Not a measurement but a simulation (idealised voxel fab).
Presented below is a process module, voxel wiring stack.
The cross-section shown here is cut; it is 260 nm wide and divided into square cells measuring 5 nm on a side.
Cross-sections here: square-cell grids, written as top-down lists of bands, a band being one or more rows of cells.
Basically the band line says how high the top is and how high the bottom is, in nm, and then what's in it from left to right, every material with its width in nm. Empty space shows up as "air", and if a single material carries "throughout" it runs the full band edge to edge.
Measure heights from 0. That's the level where, below it, the as-received wafer is all one material. The lowest band is bottomless and extends downward; write it as in "0 down".
Note: "30->40" means the width goes from the first number (top row of the band) to the second number (bottom row) in equal steps per row of cells.
The designation "remains unaltered", where it is given for a processing step, indicates that no cell of the cross-section was altered in the course of that step.
So "Voids lacking openings" is basically the list of trapped voids: any empty space of 8 cells or more that can't reach the top through an opening. They're written width x height at distance, the distance being from the left edge, and it's all nm.
Formally, on a step line, whatever follows the settings is a remark that the simulator itself makes on the step.
The optional step-line setting "overlay nm" applies to steps with a mask and quantifies how far to the right of its planned location the mask lay, a negative value indicating leftward placement.
### Process steps foreseen in the plan
| 1 | RECEIVE, material Si |
| 2 | CONFORMAL_DEP, material SiO2, thk nm 10 |
| 3 | DIRECTIONAL_DEP, material TiN, thk nm 5 |
| 4 | DIRECTIONAL_DEP, material Ru, thk nm 20 |
| 5 | PATTERN, tone cover, mask id METAL_1, material resist, width nm 30, pitch nm 50, thk nm 20, overlay nm 0 |
| 6 | DIRECTIONAL_ETCH, etch materials Ru, depth nm 20 |
| 7 | DIRECTIONAL_ETCH, etch materials TiN, depth nm 5 |
| 8 | STRIP, etch materials resist |
| 9 | FILL_DEP, material SiO2, thk nm 5 |
| 10 | CMP, height nm 35 |
| 11 | CONFORMAL_DEP, material SiCN, thk nm 5 |
| 12 | DIRECTIONAL_DEP, material SiO2, thk nm 10 |
| 13 | DIRECTIONAL_DEP, material aC, thk nm 10 |
| 14 | PATTERN, tone open, mask id PLUG_1, material resist, width nm 15, pitch nm 50, thk nm 25, overlay nm 0 |
| 15 | DIRECTIONAL_ETCH, etch materials aC, depth nm 10 |
| 16 | STRIP, etch materials resist |
| 17 | DIRECTIONAL_ETCH, etch materials SiO2, depth nm 10 |
| 18 | DIRECTIONAL_ETCH, etch materials SiCN, depth nm 5 |
| 19 | STRIP, etch materials aC |
| 20 | EPI, material Ru, thk nm 10 |
| 21 | EPI, material Ru, thk nm 5 |
| 22 | DIRECTIONAL_DEP, material TiN, thk nm 5 |
| 23 | DIRECTIONAL_DEP, material Ru, thk nm 25 |
| 24 | DIRECTIONAL_DEP, material aC, thk nm 10 |
| 25 | PATTERN, tone cover, mask id METAL_2, material resist, width nm 30, pitch nm 50, thk nm 30, overlay nm 0 |
| 26 | DIRECTIONAL_ETCH, etch materials aC, depth nm 10 |
| 27 | STRIP, etch materials resist |
| 28 | DIRECTIONAL_ETCH, etch materials Ru, depth nm 25 |
| 29 | DIRECTIONAL_ETCH, etch materials TiN, depth nm 5 |
| 30 | STRIP, etch materials aC |
| 31 | FILL_DEP, material SiO2, thk nm 10 |
| 32 | CMP, height nm 80 |
| 33 | CONFORMAL_DEP, material SiCN, thk nm 5 |
| 34 | DIRECTIONAL_DEP, material lowk, thk nm 25 |
| 35 | DIRECTIONAL_DEP, material aC, thk nm 15 |
| 36 | PATTERN, tone open, mask id METAL_3_HOLES, material resist, width nm 15, pitch nm 50, thk nm 35, overlay nm 0 |
| 37 | DIRECTIONAL_ETCH, etch materials aC, depth nm 15 |
| 38 | STRIP, etch materials resist |
| 39 | DIRECTIONAL_ETCH, etch materials lowk, depth nm 25 |
| 40 | STRIP, etch materials aC |
| 41 | DIRECTIONAL_DEP, material aC, thk nm 10 |
| 42 | PATTERN, tone open, mask id METAL_3, material resist, width nm 30, pitch nm 50, thk nm 25, overlay nm 0 |
| 43 | DIRECTIONAL_ETCH, etch materials aC, depth nm 10 |
| 44 | STRIP, etch materials resist |
| 45 | DIRECTIONAL_ETCH, etch materials lowk, depth nm 15 |
| 46 | DIRECTIONAL_ETCH, etch materials SiCN, depth nm 5 |
| 47 | STRIP, etch materials aC |
| 48 | CONFORMAL_DEP, material TiN, thk nm 5 |
| 49 | FILL_DEP, material Cu, thk nm 5 |
| 50 | CMP, height nm 110 |
| 51 | CONFORMAL_DEP, material SiCN, thk nm 5 |
| 52 | DIRECTIONAL_DEP, material SiO2, thk nm 15 |
| 53 | DIRECTIONAL_DEP, material aC, thk nm 10 |
| 54 | PATTERN, tone open, mask id PLUG_3, material resist, width nm 15, pitch nm 50, thk nm 25, overlay nm 0 |
| 55 | DIRECTIONAL_ETCH, etch materials aC, depth nm 10 |
| 56 | STRIP, etch materials resist |
| 57 | DIRECTIONAL_ETCH, etch materials SiO2, depth nm 15 |
| 58 | DIRECTIONAL_ETCH, etch materials SiCN, depth nm 5 |
| 59 | STRIP, etch materials aC |
| 60 | EPI, material Ru, thk nm 10 |
| 61 | EPI, material Ru, thk nm 10 |
| 62 | DIRECTIONAL_DEP, material TiN, thk nm 5 |
| 63 | DIRECTIONAL_DEP, material Ru, thk nm 20 |
| 64 | MASKED_ETCH, tone cover, mask id METAL_4, width nm 30, pitch nm 50, etch materials Ru, depth nm 20, overlay nm 0 |
| 65 | MASKED_ETCH, tone cover, mask id METAL_4, width nm 30, pitch nm 50, etch materials TiN, depth nm 5, overlay nm 0 |
| 66 | FILL_DEP, material SiO2, thk nm 5 |
| 67 | CMP, height nm 155 |
| 68 | CONFORMAL_DEP, material SiCN, thk nm 5 |
### Of two wafers, the first: run according to plan
### Wafer at receipt (post step 1), cross-section
- 0 down = Si throughout
- Voids lacking openings: none
### Wafer xsec, post step 2
- 10 to 0 = SiO2 throughout
- Rest of section, below 0: as before.
### Wafer xsec, post step 3
- 15 to 10 = TiN throughout
- Rest of section, below 10: as before.
### Wafer xsec, post step 4
- 35 to 15 = Ru throughout
- Rest of section, below 15: as before.
### Wafer xsec, post step 5
- 55 to 35 = air: 40 | resist: 30 | air: 20 | resist: 30 | air: 20 | resist: 30 | air: 20 | resist: 30 | air: 40
- Rest of section, below 35: as before.
### Wafer xsec, post step 6
- 55 to 35 = air: 40 | resist: 30 | air: 20 | resist: 30 | air: 20 | resist: 30 | air: 20 | resist: 30 | air: 40
- 35 to 15 = air: 40 | Ru: 30 | air: 20 | Ru: 30 | air: 20 | Ru: 30 | air: 20 | Ru: 30 | air: 40
- Rest of section, below 15: as before.
### Wafer xsec, post step 7
- 55 to 35 = air: 40 | resist: 30 | air: 20 | resist: 30 | air: 20 | resist: 30 | air: 20 | resist: 30 | air: 40
- 35 to 15 = air: 40 | Ru: 30 | air: 20 | Ru: 30 | air: 20 | Ru: 30 | air: 20 | Ru: 30 | air: 40
- 15 to 10 = air: 40 | TiN: 30 | air: 20 | TiN: 30 | air: 20 | TiN: 30 | air: 20 | TiN: 30 | air: 40
- Rest of section, below 10: as before.
### Wafer xsec, post step 8
- 35 to 15 = air: 40 | Ru: 30 | air: 20 | Ru: 30 | air: 20 | Ru: 30 | air: 20 | Ru: 30 | air: 40
- Rest of section, below 15: as before.
### Wafer xsec, post step 9
- 40 to 35 = SiO2 throughout
- 35 to 15 = SiO2: 40 | Ru: 30 | SiO2: 20 | Ru: 30 | SiO2: 20 | Ru: 30 | SiO2: 20 | Ru: 30 | SiO2: 40
- 15 to 10 = SiO2: 40 | TiN: 30 | SiO2: 20 | TiN: 30 | SiO2: 20 | TiN: 30 | SiO2: 20 | TiN: 30 | SiO2: 40
- Rest of section, below 10: as before.
### Wafer xsec, post step 10
- 35 to 15 = SiO2: 40 | Ru: 30 | SiO2: 20 | Ru: 30 | SiO2: 20 | Ru: 30 | SiO2: 20 | Ru: 30 | SiO2: 40
- Rest of section, below 15: as before.
### Wafer xsec, post step 11
- 40 to 35 = SiCN throughout
- Rest of section, below 35: as before.
### Wafer xsec, post step 12
- 50 to 40 = SiO2 throughout
- Rest of section, below 40: as before.
### Wafer xsec, post step 13
- 60 to 50 = aC throughout
- Rest of section, below 50: as before.
### Wafer xsec, post step 14
- 85 to 60 = resist: 40 | air: 15 | resist: 35 | air: 15 | resist: 35 | air: 15 | resist: 35 | air: 15 | resist: 55
- Rest of section, below 60: as before.
### Wafer xsec, post step 15
- 75 to 60 = resist: 40 | air: 15 | resist: 35 | air: 15 | resist: 35 | air: 15 | resist: 35 | air: 15 | resist: 55
- 60 to 50 = aC: 40 | air: 15 | aC: 35 | air: 15 | aC: 35 | air: 15 | aC: 35 | air: 15 | aC: 55
- Rest of section, below 50: as before.
### Wafer xsec, post step 16
- 60 to 50 = aC: 40 | air: 15 | aC: 35 | air: 15 | aC: 35 | air: 15 | aC: 35 | air: 15 | aC: 55
- Rest of section, below 50: as before.
### Wafer xsec, post step 17
- 60 to 50 = aC: 40 | air: 15 | aC: 35 | air: 15 | aC: 35 | air: 15 | aC: 35 | air: 15 | aC: 55
- 50 to 40 = SiO2: 40 | air: 15 | SiO2: 35 | air: 15 | SiO2: 35 | air: 15 | SiO2: 35 | air: 15 | SiO2: 55
- Rest of section, below 40: as before.
### Wafer xsec, post step 18
- 60 to 50 = aC: 40 | air: 15 | aC: 35 | air: 15 | aC: 35 | air: 15 | aC: 35 | air: 15 | aC: 55
- 50 to 40 = SiO2: 40 | air: 15 | SiO2: 35 | air: 15 | SiO2: 35 | air: 15 | SiO2: 35 | air: 15 | SiO2: 55
- 40 to 35 = SiCN: 40 | air: 15 | SiCN: 35 | air: 15 | SiCN: 35 | air: 15 | SiCN: 35 | air: 15 | SiCN: 55
- Rest of section, below 35: as before.
### Wafer xsec, post step 19
- 50 to 40 = SiO2: 40 | air: 15 | SiO2: 35 | air: 15 | SiO2: 35 | air: 15 | SiO2: 35 | air: 15 | SiO2: 55
- Rest of section, below 40: as before.
### Wafer xsec, post step 20
- 50 to 45 = SiO2: 40 | air: 15 | SiO2: 35 | air: 15 | SiO2: 35 | air: 15 | SiO2: 35 | air: 15 | SiO2: 55
- 45 to 40 = SiO2: 40 | Ru: 15 | SiO2: 35 | Ru: 15 | SiO2: 35 | Ru: 15 | SiO2: 35 | Ru: 15 | SiO2: 55
- 40 to 35 = SiCN: 40 | Ru: 15 | SiCN: 35 | Ru: 15 | SiCN: 35 | Ru: 15 | SiCN: 35 | Ru: 15 | SiCN: 55
- Rest of section, below 35: as before.
### Wafer xsec, post step 21
- 50 to 40 = SiO2: 40 | Ru: 15 | SiO2: 35 | Ru: 15 | SiO2: 35 | Ru: 15 | SiO2: 35 | Ru: 15 | SiO2: 55
- Rest of section, below 40: as before.
### Wafer xsec, post step 22
- 55 to 50 = TiN throughout
- Rest of section, below 50: as before.
### Wafer xsec, post step 23
- 80 to 55 = Ru throughout
- Rest of section, below 55: as before.
### Wafer xsec, post step 24
- 90 to 80 = aC throughout
- Rest of section, below 80: as before.
### Wafer xsec, post step 25
- 120 to 90 = air: 40 | resist: 30 | air: 20 | resist: 30 | air: 20 | resist: 30 | air: 20 | resist: 30 | air: 40
- Rest of section, below 90: as before.
### Wafer xsec, post step 26
- 110 to 90 = air: 40 | resist: 30 | air: 20 | resist: 30 | air: 20 | resist: 30 | air: 20 | resist: 30 | air: 40
- 90 to 80 = air: 40 | aC: 30 | air: 20 | aC: 30 | air: 20 | aC: 30 | air: 20 | aC: 30 | air: 40
- Rest of section, below 80: as before.
### Wafer xsec, post step 27
- 90 to 80 = air: 40 | aC: 30 | air: 20 | aC: 30 | air: 20 | aC: 30 | air: 20 | aC: 30 | air: 40
- Rest of section, below 80: as before.
### Wafer xsec, post step 28
- 90 to 80 = air: 40 | aC: 30 | air: 20 | aC: 30 | air: 20 | aC: 30 | air: 20 | aC: 30 | air: 40
- 80 to 55 = air: 40 | Ru: 30 | air: 20 | Ru: 30 | air: 20 | Ru: 30 | air: 20 | Ru: 30 | air: 40
- Rest of section, below 55: as before.
### Wafer xsec, post step 29
- 90 to 80 = air: 40 | aC: 30 | air: 20 | aC: 30 | air: 20 | aC: 30 | air: 20 | aC: 30 | air: 40
- 80 to 55 = air: 40 | Ru: 30 | air: 20 | Ru: 30 | air: 20 | Ru: 30 | air: 20 | Ru: 30 | air: 40
- 55 to 50 = air: 40 | TiN: 30 | air: 20 | TiN: 30 | air: 20 | TiN: 30 | air: 20 | TiN: 30 | air: 40
- Rest of section, below 50: as before.
### Wafer xsec, post step 30
- 80 to 55 = air: 40 | Ru: 30 | air: 20 | Ru: 30 | air: 20 | Ru: 30 | air: 20 | Ru: 30 | air: 40
- Rest of section, below 55: as before.
### Wafer xsec, post step 31
- 90 to 80 = SiO2 throughout
- 80 to 55 = SiO2: 40 | Ru: 30 | SiO2: 20 | Ru: 30 | SiO2: 20 | Ru: 30 | SiO2: 20 | Ru: 30 | SiO2: 40
- 55 to 50 = SiO2: 40 | TiN: 30 | SiO2: 20 | TiN: 30 | SiO2: 20 | TiN: 30 | SiO2: 20 | TiN: 30 | SiO2: 40
- Rest of section, below 50: as before.
### Wafer xsec, post step 32
- 80 to 55 = SiO2: 40 | Ru: 30 | SiO2: 20 | Ru: 30 | SiO2: 20 | Ru: 30 | SiO2: 20 | Ru: 30 | SiO2: 40
- Rest of section, below 55: as before.
### Wafer xsec, post step 33
- 85 to 80 = SiCN throughout
- Rest of section, below 80: as before.
### Wafer xsec, post step 34
- 110 to 85 = lowk throughout
- Rest of section, below 85: as before.
### Wafer xsec, post step 35
- 125 to 110 = aC throughout
- Rest of section, below 110: as before.
### Wafer xsec, post step 36
- 160 to 125 = resist: 40 | air: 15 | resist: 35 | air: 15 | resist: 35 | air: 15 | resist: 35 | air: 15 | resist: 55
- Rest of section, below 125: as before.
### Wafer xsec, post step 37
- 145 to 125 = resist: 40 | air: 15 | resist: 35 | air: 15 | resist: 35 | air: 15 | resist: 35 | air: 15 | resist: 55
- 125 to 110 = aC: 40 | air: 15 | aC: 35 | air: 15 | aC: 35 | air: 15 | aC: 35 | air: 15 | aC: 55
- Rest of section, below 110: as before.
### Wafer xsec, post step 38
- 125 to 110 = aC: 40 | air: 15 | aC: 35 | air: 15 | aC: 35 | air: 15 | aC: 35 | air: 15 | aC: 55
- Rest of section, below 110: as before.
### Wafer xsec, post step 39
- 125 to 110 = aC: 40 | air: 15 | aC: 35 | air: 15 | aC: 35 | air: 15 | aC: 35 | air: 15 | aC: 55
- 110 to 85 = lowk: 40 | air: 15 | lowk: 35 | air: 15 | lowk: 35 | air: 15 | lowk: 35 | air: 15 | lowk: 55
- Rest of section, below 85: as before.
### Wafer xsec, post step 40
- 110 to 85 = lowk: 40 | air: 15 | lowk: 35 | air: 15 | lowk: 35 | air: 15 | lowk: 35 | air: 15 | lowk: 55
- Rest of section, below 85: as before.
### Wafer xsec, post step 41
- 120 to 110 = aC: 40 | air: 15 | aC: 35 | air: 15 | aC: 35 | air: 15 | aC: 35 | air: 15 | aC: 55
- 110 to 95 = lowk: 40 | air: 15 | lowk: 35 | air: 15 | lowk: 35 | air: 15 | lowk: 35 | air: 15 | lowk: 55
- 95 to 85 = lowk: 40 | aC: 15 | lowk: 35 | aC: 15 | lowk: 35 | aC: 15 | lowk: 35 | aC: 15 | lowk: 55
- Rest of section, below 85: as before.
### Wafer xsec, post step 42
- 145 to 120 = resist: 40 | air: 30 | resist: 20 | air: 30 | resist: 20 | air: 30 | resist: 20 | air: 30 | resist: 40
- Rest of section, below 120: as before.
### Wafer xsec, post step 43
- 135 to 120 = resist: 40 | air: 30 | resist: 20 | air: 30 | resist: 20 | air: 30 | resist: 20 | air: 30 | resist: 40
- 120 to 110 = aC: 40 | air: 30 | aC: 20 | air: 30 | aC: 20 | air: 30 | aC: 20 | air: 30 | aC: 40
- 110 to 85 = lowk: 40 | air: 15 | lowk: 35 | air: 15 | lowk: 35 | air: 15 | lowk: 35 | air: 15 | lowk: 55
- Rest of section, below 85: as before.
### Wafer xsec, post step 44
- 120 to 110 = aC: 40 | air: 30 | aC: 20 | air: 30 | aC: 20 | air: 30 | aC: 20 | air: 30 | aC: 40
- Rest of section, below 110: as before.
### Wafer xsec, post step 45
- 120 to 110 = aC: 40 | air: 30 | aC: 20 | air: 30 | aC: 20 | air: 30 | aC: 20 | air: 30 | aC: 40
- 110 to 95 = lowk: 40 | air: 30 | lowk: 20 | air: 30 | lowk: 20 | air: 30 | lowk: 20 | air: 30 | lowk: 40
- Rest of section, below 95: as before.
### Wafer xsec, post step 46
- 120 to 110 = aC: 40 | air: 30 | aC: 20 | air: 30 | aC: 20 | air: 30 | aC: 20 | air: 30 | aC: 40
- 110 to 95 = lowk: 40 | air: 30 | lowk: 20 | air: 30 | lowk: 20 | air: 30 | lowk: 20 | air: 30 | lowk: 40
- 95 to 85 = lowk: 40 | air: 15 | lowk: 35 | air: 15 | lowk: 35 | air: 15 | lowk: 35 | air: 15 | lowk: 55
- 85 to 80 = SiCN: 40 | air: 15 | SiCN: 35 | air: 15 | SiCN: 35 | air: 15 | SiCN: 35 | air: 15 | SiCN: 55
- Rest of section, below 80: as before.
### Wafer xsec, post step 47
- 110 to 95 = lowk: 40 | air: 30 | lowk: 20 | air: 30 | lowk: 20 | air: 30 | lowk: 20 | air: 30 | lowk: 40
- Rest of section, below 95: as before.
### Wafer xsec, post step 48
- 115 to 110 = TiN: 45 | air: 20 | TiN: 30 | air: 20 | TiN: 30 | air: 20 | TiN: 30 | air: 20 | TiN: 45
- 110 to 100 = lowk: 40 | TiN: 5 | air: 20 | TiN: 5 | lowk: 20 | TiN: 5 | air: 20 | TiN: 5 | lowk: 20 | TiN: 5 | air: 20 | TiN: 5 | lowk: 20 | TiN: 5 | air: 20 | TiN: 5 | lowk: 40
- 100 to 95 = lowk: 40 | TiN: 5 | air: 5 | TiN: 20 | lowk: 20 | TiN: 5 | air: 5 | TiN: 20 | lowk: 20 | TiN: 5 | air: 5 | TiN: 20 | lowk: 20 | TiN: 5 | air: 5 | TiN: 20 | lowk: 40
- 95 to 85 = lowk: 40 | TiN: 5 | air: 5 | TiN: 5 | lowk: 35 | TiN: 5 | air: 5 | TiN: 5 | lowk: 35 | TiN: 5 | air: 5 | TiN: 5 | lowk: 35 | TiN: 5 | air: 5 | TiN: 5 | lowk: 55
- 85 to 80 = SiCN: 40 | TiN: 15 | SiCN: 35 | TiN: 15 | SiCN: 35 | TiN: 15 | SiCN: 35 | TiN: 15 | SiCN: 55
- Rest of section, below 80: as before.
### Wafer xsec, post step 49
- 120 to 115 = Cu throughout
- 115 to 110 = TiN: 45 | Cu: 20 | TiN: 30 | Cu: 20 | TiN: 30 | Cu: 20 | TiN: 30 | Cu: 20 | TiN: 45
- 110 to 100 = lowk: 40 | TiN: 5 | Cu: 20 | TiN: 5 | lowk: 20 | TiN: 5 | Cu: 20 | TiN: 5 | lowk: 20 | TiN: 5 | Cu: 20 | TiN: 5 | lowk: 20 | TiN: 5 | Cu: 20 | TiN: 5 | lowk: 40
- 100 to 95 = lowk: 40 | TiN: 5 | Cu: 5 | TiN: 20 | lowk: 20 | TiN: 5 | Cu: 5 | TiN: 20 | lowk: 20 | TiN: 5 | Cu: 5 | TiN: 20 | lowk: 20 | TiN: 5 | Cu: 5 | TiN: 20 | lowk: 40
- 95 to 85 = lowk: 40 | TiN: 5 | Cu: 5 | TiN: 5 | lowk: 35 | TiN: 5 | Cu: 5 | TiN: 5 | lowk: 35 | TiN: 5 | Cu: 5 | TiN: 5 | lowk: 35 | TiN: 5 | Cu: 5 | TiN: 5 | lowk: 55
- Rest of section, below 85: as before.
### Wafer xsec, post step 50
- 110 to 100 = lowk: 40 | TiN: 5 | Cu: 20 | TiN: 5 | lowk: 20 | TiN: 5 | Cu: 20 | TiN: 5 | lowk: 20 | TiN: 5 | Cu: 20 | TiN: 5 | lowk: 20 | TiN: 5 | Cu: 20 | TiN: 5 | lowk: 40
- Rest of section, below 100: as before.
### Wafer xsec, post step 51
- 115 to 110 = SiCN throughout
- Rest of section, below 110: as before.
### Wafer xsec, post step 52
- 130 to 115 = SiO2 throughout
- Rest of section, below 115: as before.
### Wafer xsec, post step 53
- 140 to 130 = aC throughout
- Rest of section, below 130: as before.
### Wafer xsec, post step 54
- 165 to 140 = resist: 40 | air: 15 | resist: 35 | air: 15 | resist: 35 | air: 15 | resist: 35 | air: 15 | resist: 55
- Rest of section, below 140: as before.
### Wafer xsec, post step 55
- 155 to 140 = resist: 40 | air: 15 | resist: 35 | air: 15 | resist: 35 | air: 15 | resist: 35 | air: 15 | resist: 55
- 140 to 130 = aC: 40 | air: 15 | aC: 35 | air: 15 | aC: 35 | air: 15 | aC: 35 | air: 15 | aC: 55
- Rest of section, below 130: as before.
### Wafer xsec, post step 56
- 140 to 130 = aC: 40 | air: 15 | aC: 35 | air: 15 | aC: 35 | air: 15 | aC: 35 | air: 15 | aC: 55
- Rest of section, below 130: as before.
### Wafer xsec, post step 57
- 140 to 130 = aC: 40 | air: 15 | aC: 35 | air: 15 | aC: 35 | air: 15 | aC: 35 | air: 15 | aC: 55
- 130 to 115 = SiO2: 40 | air: 15 | SiO2: 35 | air: 15 | SiO2: 35 | air: 15 | SiO2: 35 | air: 15 | SiO2: 55
- Rest of section, below 115: as before.
### Wafer xsec, post step 58
- 140 to 130 = aC: 40 | air: 15 | aC: 35 | air: 15 | aC: 35 | air: 15 | aC: 35 | air: 15 | aC: 55
- 130 to 115 = SiO2: 40 | air: 15 | SiO2: 35 | air: 15 | SiO2: 35 | air: 15 | SiO2: 35 | air: 15 | SiO2: 55
- 115 to 110 = SiCN: 40 | air: 15 | SiCN: 35 | air: 15 | SiCN: 35 | air: 15 | SiCN: 35 | air: 15 | SiCN: 55
- Rest of section, below 110: as before.
### Wafer xsec, post step 59
- 130 to 115 = SiO2: 40 | air: 15 | SiO2: 35 | air: 15 | SiO2: 35 | air: 15 | SiO2: 35 | air: 15 | SiO2: 55
- Rest of section, below 115: as before.
### Wafer xsec, post step 60
- 130 to 120 = SiO2: 40 | air: 15 | SiO2: 35 | air: 15 | SiO2: 35 | air: 15 | SiO2: 35 | air: 15 | SiO2: 55
- 120 to 115 = SiO2: 40 | Ru: 15 | SiO2: 35 | Ru: 15 | SiO2: 35 | Ru: 15 | SiO2: 35 | Ru: 15 | SiO2: 55
- 115 to 110 = SiCN: 40 | Ru: 15 | SiCN: 35 | Ru: 15 | SiCN: 35 | Ru: 15 | SiCN: 35 | Ru: 15 | SiCN: 55
- Rest of section, below 110: as before.
### Wafer xsec, post step 61
- 130 to 115 = SiO2: 40 | Ru: 15 | SiO2: 35 | Ru: 15 | SiO2: 35 | Ru: 15 | SiO2: 35 | Ru: 15 | SiO2: 55
- Rest of section, below 115: as before.
### Wafer xsec, post step 62
- 135 to 130 = TiN throughout
- Rest of section, below 130: as before.
### Wafer xsec, post step 63
- 155 to 135 = Ru throughout
- Rest of section, below 135: as before.
### Wafer xsec, post step 64
- 155 to 135 = air: 40 | Ru: 30 | air: 20 | Ru: 30 | air: 20 | Ru: 30 | air: 20 | Ru: 30 | air: 40
- Rest of section, below 135: as before.
### Wafer xsec, post step 65
- 155 to 135 = air: 40 | Ru: 30 | air: 20 | Ru: 30 | air: 20 | Ru: 30 | air: 20 | Ru: 30 | air: 40
- 135 to 130 = air: 40 | TiN: 30 | air: 20 | TiN: 30 | air: 20 | TiN: 30 | air: 20 | TiN: 30 | air: 40
- Rest of section, below 130: as before.
### Wafer xsec, post step 66
- 160 to 155 = SiO2 throughout
- 155 to 135 = SiO2: 40 | Ru: 30 | SiO2: 20 | Ru: 30 | SiO2: 20 | Ru: 30 | SiO2: 20 | Ru: 30 | SiO2: 40
- 135 to 130 = SiO2: 40 | TiN: 30 | SiO2: 20 | TiN: 30 | SiO2: 20 | TiN: 30 | SiO2: 20 | TiN: 30 | SiO2: 40
- Rest of section, below 130: as before.
### Wafer xsec, post step 67
- 155 to 135 = SiO2: 40 | Ru: 30 | SiO2: 20 | Ru: 30 | SiO2: 20 | Ru: 30 | SiO2: 20 | Ru: 30 | SiO2: 40
- Rest of section, below 135: as before.
### Wafer xsec, post step 68
- 160 to 155 = SiCN throughout
- Rest of section, below 155: as before.
### The second wafer was prepared from the same starting point and under the same plan as the first; its processing contained one mistake, and it remains indistinguishable from the first wafer up to and including step 50
### Planned end of step 51: second wafer, cross-section
- 125 to 110 = SiCN throughout
- Rest of section, below 110: as before.
### Planned end of step 52: second wafer, cross-section
- 140 to 125 = SiO2 throughout
- Rest of section, below 125: as before.
### Planned end of step 53: second wafer, cross-section
- 150 to 140 = aC throughout
- Rest of section, below 140: as before.
### Planned end of step 54: second wafer, cross-section
- 175 to 150 = resist: 40 | air: 15 | resist: 35 | air: 15 | resist: 35 | air: 15 | resist: 35 | air: 15 | resist: 55
- Rest of section, below 150: as before.
### Planned end of step 55: second wafer, cross-section
- 165 to 150 = resist: 40 | air: 15 | resist: 35 | air: 15 | resist: 35 | air: 15 | resist: 35 | air: 15 | resist: 55
- 150 to 140 = aC: 40 | air: 15 | aC: 35 | air: 15 | aC: 35 | air: 15 | aC: 35 | air: 15 | aC: 55
- Rest of section, below 140: as before.
### Planned end of step 56: second wafer, cross-section
- 150 to 140 = aC: 40 | air: 15 | aC: 35 | air: 15 | aC: 35 | air: 15 | aC: 35 | air: 15 | aC: 55
- Rest of section, below 140: as before.
### Planned end of step 57: second wafer, cross-section
- 150 to 140 = aC: 40 | air: 15 | aC: 35 | air: 15 | aC: 35 | air: 15 | aC: 35 | air: 15 | aC: 55
- 140 to 125 = SiO2: 40 | air: 15 | SiO2: 35 | air: 15 | SiO2: 35 | air: 15 | SiO2: 35 | air: 15 | SiO2: 55
- Rest of section, below 125: as before.
### Planned end of step 58: second wafer, cross-section
- 150 to 140 = aC: 40 | air: 15 | aC: 35 | air: 15 | aC: 35 | air: 15 | aC: 35 | air: 15 | aC: 55
- 140 to 125 = SiO2: 40 | air: 15 | SiO2: 35 | air: 15 | SiO2: 35 | air: 15 | SiO2: 35 | air: 15 | SiO2: 55
- 125 to 120 = SiCN: 40 | air: 15 | SiCN: 35 | air: 15 | SiCN: 35 | air: 15 | SiCN: 35 | air: 15 | SiCN: 55
- Rest of section, below 120: as before.
### Planned end of step 59: second wafer, cross-section
- 140 to 125 = SiO2: 40 | air: 15 | SiO2: 35 | air: 15 | SiO2: 35 | air: 15 | SiO2: 35 | air: 15 | SiO2: 55
- Rest of section, below 125: as before.
Planned end of step 60: second wafer, cross-section: remains unaltered
Planned end of step 61: second wafer, cross-section: remains unaltered
### Planned end of step 62: second wafer, cross-section
- 145 to 140 = TiN: 40 | air: 15 | TiN: 35 | air: 15 | TiN: 35 | air: 15 | TiN: 35 | air: 15 | TiN: 55
- 140 to 125 = SiO2: 40 | air: 15 | SiO2: 35 | air: 15 | SiO2: 35 | air: 15 | SiO2: 35 | air: 15 | SiO2: 55
- 125 to 120 = SiCN: 40 | TiN: 15 | SiCN: 35 | TiN: 15 | SiCN: 35 | TiN: 15 | SiCN: 35 | TiN: 15 | SiCN: 55
- Rest of section, below 120: as before.
### Planned end of step 63: second wafer, cross-section
- 165 to 145 = Ru: 40 | air: 15 | Ru: 35 | air: 15 | Ru: 35 | air: 15 | Ru: 35 | air: 15 | Ru: 55
- 145 to 140 = TiN: 40 | Ru: 15 | TiN: 35 | Ru: 15 | TiN: 35 | Ru: 15 | TiN: 35 | Ru: 15 | TiN: 55
- 140 to 125 = SiO2: 40 | Ru: 15 | SiO2: 35 | Ru: 15 | SiO2: 35 | Ru: 15 | SiO2: 35 | Ru: 15 | SiO2: 55
- Rest of section, below 125: as before.
### Planned end of step 64: second wafer, cross-section
- 165 to 145 = air: 55 | Ru: 15 | air: 35 | Ru: 15 | air: 35 | Ru: 15 | air: 35 | Ru: 15 | air: 40
- Rest of section, below 145: as before.
### Planned end of step 65: second wafer, cross-section
- 165 to 145 = air: 55 | Ru: 15 | air: 35 | Ru: 15 | air: 35 | Ru: 15 | air: 35 | Ru: 15 | air: 40
- 145 to 140 = air: 40 | Ru: 15 | TiN: 15 | air: 20 | Ru: 15 | TiN: 15 | air: 20 | Ru: 15 | TiN: 15 | air: 20 | Ru: 15 | TiN: 15 | air: 40
- Rest of section, below 140: as before.
### Planned end of step 66: second wafer, cross-section
- 170 to 165 = SiO2 throughout
- 165 to 145 = SiO2: 55 | Ru: 15 | SiO2: 35 | Ru: 15 | SiO2: 35 | Ru: 15 | SiO2: 35 | Ru: 15 | SiO2: 40
- 145 to 140 = SiO2: 40 | Ru: 15 | TiN: 15 | SiO2: 20 | Ru: 15 | TiN: 15 | SiO2: 20 | Ru: 15 | TiN: 15 | SiO2: 20 | Ru: 15 | TiN: 15 | SiO2: 40
- Rest of section, below 140: as before.
### Planned end of step 67: second wafer, cross-section
- 155 to 145 = SiO2: 55 | Ru: 15 | SiO2: 35 | Ru: 15 | SiO2: 35 | Ru: 15 | SiO2: 35 | Ru: 15 | SiO2: 40
- Rest of section, below 145: as before.
### Planned end of step 68: second wafer, cross-section
- 160 to 155 = SiCN throughout
- Rest of section, below 155: as before.
Processing error: step 51 did not happen as planned, as run it was CONFORMAL_DEP, material SiCN, thk nm 15
At the finish, the second wafer shows more or fewer cells for some materials than the first does: Ru -72; SiCN +104; SiO2 -32
